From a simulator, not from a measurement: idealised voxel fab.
process module | voxel transistor to metal
cross-section cut | 215 nm wide | cells 5 nm
A cross-section is a grid of square cells, given in bands from the top down. A band is one or more rows of cells.
Each band's line starts with the height of the band's top and of its bottom, in nm. Then come its materials from left to right, each with its width in nm. One material with "throughout" fills the band from edge to edge. "air" is empty space.
Height 0 is the level under which the wafer as received is all one material. The lowest band goes on downwards, as in "0 down".
A width such as "30 to 40" changes by the same amount from each row of cells to the next, from the band's top row to its bottom row.
"no change" after a step means that no cell of the cross-section changed.
closed voids: empty space of 8 cells or more with no open way to the top, each as width x height at its distance from the left edge, in nm
after a step's settings: what the simulator itself notes on the step
overlay nm, on a step with a mask: how far to the right of its planned place the mask lay; to the left if negative
plan
1 op RECEIVE | material Si
2 op OXIDIZE | depth nm 5
3 op CONFORMAL_DEP | material SiN | thk nm 15
4 op MASKED_ETCH | tone cover | mask id ACTIVE | width nm 95 | etch materials SiN | depth nm 15 | overlay nm 0
5 op MASKED_ETCH | tone cover | mask id ACTIVE | width nm 95 | etch materials SiO2 | depth nm 5 | overlay nm 0
6 op MASKED_ETCH | tone cover | mask id ACTIVE | width nm 95 | etch materials Si | depth nm 35 | overlay nm 0
7 op OXIDIZE | depth nm 5
8 op FILL_DEP | material SiO2 | thk nm 10
9 op CMP | height nm 15
10 op SELECTIVE_ETCH | etch materials SiO2 | depth nm 5
11 op STRIP | etch materials SiN
12 op SELECTIVE_ETCH | etch materials SiO2 | depth nm 5
13 op OXIDIZE | depth nm 5
14 op DIRECTIONAL_DEP | material polySi | thk nm 30
15 op DIRECTIONAL_DEP | material SiCN | thk nm 15
16 op MASKED_ETCH | tone cover | mask id GATE | width nm 15 | etch materials SiCN | depth nm 25 | overlay nm 0
17 op MASKED_ETCH | tone cover | mask id GATE | width nm 15 | etch materials polySi | depth nm 40 | overlay nm 0
18 op CONFORMAL_DEP | material SiO2 | thk nm 5
19 op DIRECTIONAL_ETCH | etch materials SiO2 | depth nm 5
20 op CONFORMAL_DEP | material SiN | thk nm 5
21 op DIRECTIONAL_ETCH | etch materials SiN | depth nm 5
22 op DIRECTIONAL_ETCH | etch materials SiO2 | depth nm 5
23 op DIRECTIONAL_ETCH | etch materials Si | depth nm 15
24 op EPI | material SiGe | thk nm 20
25 op FILL_DEP | material SiO2 | thk nm 10
26 op CMP | height nm 40
27 op DIRECTIONAL_DEP | material SiO2 | thk nm 15
28 op MASKED_ETCH | tone open | mask id CONTACT | width nm 25 | pitch nm 50 | etch materials SiO2 | depth nm 45 | overlay nm 0
29 op CONFORMAL_DEP | material TiN | thk nm 5
30 op FILL_DEP | material Ru | thk nm 10
31 op CMP | height nm 55
32 op CONFORMAL_DEP | material SiN | thk nm 5
33 op DIRECTIONAL_DEP | material lowk | thk nm 15
34 op PATTERN | tone open | mask id METAL_1 | material resist | width nm 15 | pitch nm 60 | thk nm 20 | overlay nm 0
35 op DIRECTIONAL_ETCH | etch materials lowk | depth nm 15
36 op DIRECTIONAL_ETCH | etch materials SiN | depth nm 5
37 op STRIP | etch materials resist
38 op CONFORMAL_DEP | material TiN | thk nm 5
39 op FILL_DEP | material W | thk nm 5
40 op CMP | height nm 75
41 op EPI | material Ru | thk nm 5
42 op FILL_DEP | material SiCN | thk nm 5
as received, after step 1
  0 down: Si throughout
  closed voids: none
first wafer at the end, as planned
  85 to 80: SiCN throughout
  80 to 75: SiCN 65 | Ru 25 | SiCN 35 | Ru 25 | SiCN 65
  75 to 60: lowk 70 | TiN 5 | W 5 | TiN 5 | lowk 45 | TiN 5 | W 5 | TiN 5 | lowk 70
  60 to 55: SiN 70 | TiN 15 | SiN 45 | TiN 15 | SiN 70
  55 to 45: SiO2 70 | TiN 5 | Ru 15 | TiN 5 | SiO2 25 | TiN 5 | Ru 15 | TiN 5 | SiO2 70
  45 to 40: SiO2 70 | TiN 5 | Ru 10 | TiN 10 | SiO2 25 | TiN 10 | Ru 10 | TiN 5 | SiO2 70
  40 to 25: SiO2 70 | TiN 5 | Ru 10 | TiN 5 | SiN 5 | SiO2 5 | SiCN 15 | SiO2 5 | SiN 5 | TiN 5 | Ru 10 | TiN 5 | SiO2 70
  25 to 15: SiO2 70 | TiN 5 | Ru 10 | TiN 5 | SiN 5 | SiO2 5 | polySi 15 | SiO2 5 | SiN 5 | TiN 5 | Ru 10 | TiN 5 | SiO2 70
  15 to 10: SiO2 70 | TiN 20 | SiN 5 | SiO2 5 | polySi 15 | SiO2 5 | SiN 5 | TiN 20 | SiO2 70
  10 to 5: SiO2 70 | SiGe 20 | SiN 5 | SiO2 5 | polySi 15 | SiO2 5 | SiN 5 | SiGe 20 | SiO2 70
  5 to -5: SiO2 60 | SiN 5 | SiO2 5 | SiGe 20 | SiN 5 | SiO2 5 | polySi 15 | SiO2 5 | SiN 5 | SiGe 20 | SiO2 5 | SiN 5 | SiO2 60
  -5 to -10: SiO2 65 | SiGe 25 | SiO2 35 | SiGe 25 | SiO2 65
  -10 to -25: SiO2 65 | SiGe 25 | Si 35 | SiGe 25 | SiO2 65
  -25 to -45: SiO2 65 | Si 85 | SiO2 65
  -45 down: Si throughout
  closed voids: none
second wafer at the end: like start, like plan, one mistake
  85 to 80: SiCN throughout
  80 to 75: SiCN 65 | Ru 25 | SiCN 35 | Ru 25 | SiCN 65
  75 to 65: lowk 70 | TiN 5 | W 5 | TiN 5 | lowk 45 | TiN 5 | W 5 | TiN 5 | lowk 70
  65 to 60: SiN 70 | TiN 15 | SiN 45 | TiN 15 | SiN 70
  60 to 55: TiN 75 | Ru 15 | TiN 35 | Ru 15 | TiN 75
  55 to 45: SiO2 70 | TiN 5 | Ru 15 | TiN 5 | SiO2 25 | TiN 5 | Ru 15 | TiN 5 | SiO2 70
  45 to 40: SiO2 70 | TiN 5 | Ru 10 | TiN 10 | SiO2 25 | TiN 10 | Ru 10 | TiN 5 | SiO2 70
  40 to 25: SiO2 70 | TiN 5 | Ru 10 | TiN 5 | SiN 5 | SiO2 5 | SiCN 15 | SiO2 5 | SiN 5 | TiN 5 | Ru 10 | TiN 5 | SiO2 70
  25 to 15: SiO2 70 | TiN 5 | Ru 10 | TiN 5 | SiN 5 | SiO2 5 | polySi 15 | SiO2 5 | SiN 5 | TiN 5 | Ru 10 | TiN 5 | SiO2 70
  15 to 10: SiO2 70 | TiN 20 | SiN 5 | SiO2 5 | polySi 15 | SiO2 5 | SiN 5 | TiN 20 | SiO2 70
  10 to 5: SiO2 70 | SiGe 20 | SiN 5 | SiO2 5 | polySi 15 | SiO2 5 | SiN 5 | SiGe 20 | SiO2 70
  5 to -5: SiO2 60 | SiN 5 | SiO2 5 | SiGe 20 | SiN 5 | SiO2 5 | polySi 15 | SiO2 5 | SiN 5 | SiGe 20 | SiO2 5 | SiN 5 | SiO2 60
  -5 to -10: SiO2 65 | SiGe 25 | SiO2 35 | SiGe 25 | SiO2 65
  -10 to -25: SiO2 65 | SiGe 25 | Si 35 | SiGe 25 | SiO2 65
  -25 to -45: SiO2 65 | Si 85 | SiO2 65
  -45 down: Si throughout
  closed voids: none
what went wrong: step 31 ran as: op CMP | height nm 60
at the end the second wafer has, in cells: 6 more of Ru | 33 more of TiN | 2 fewer of W | 37 fewer of lowk
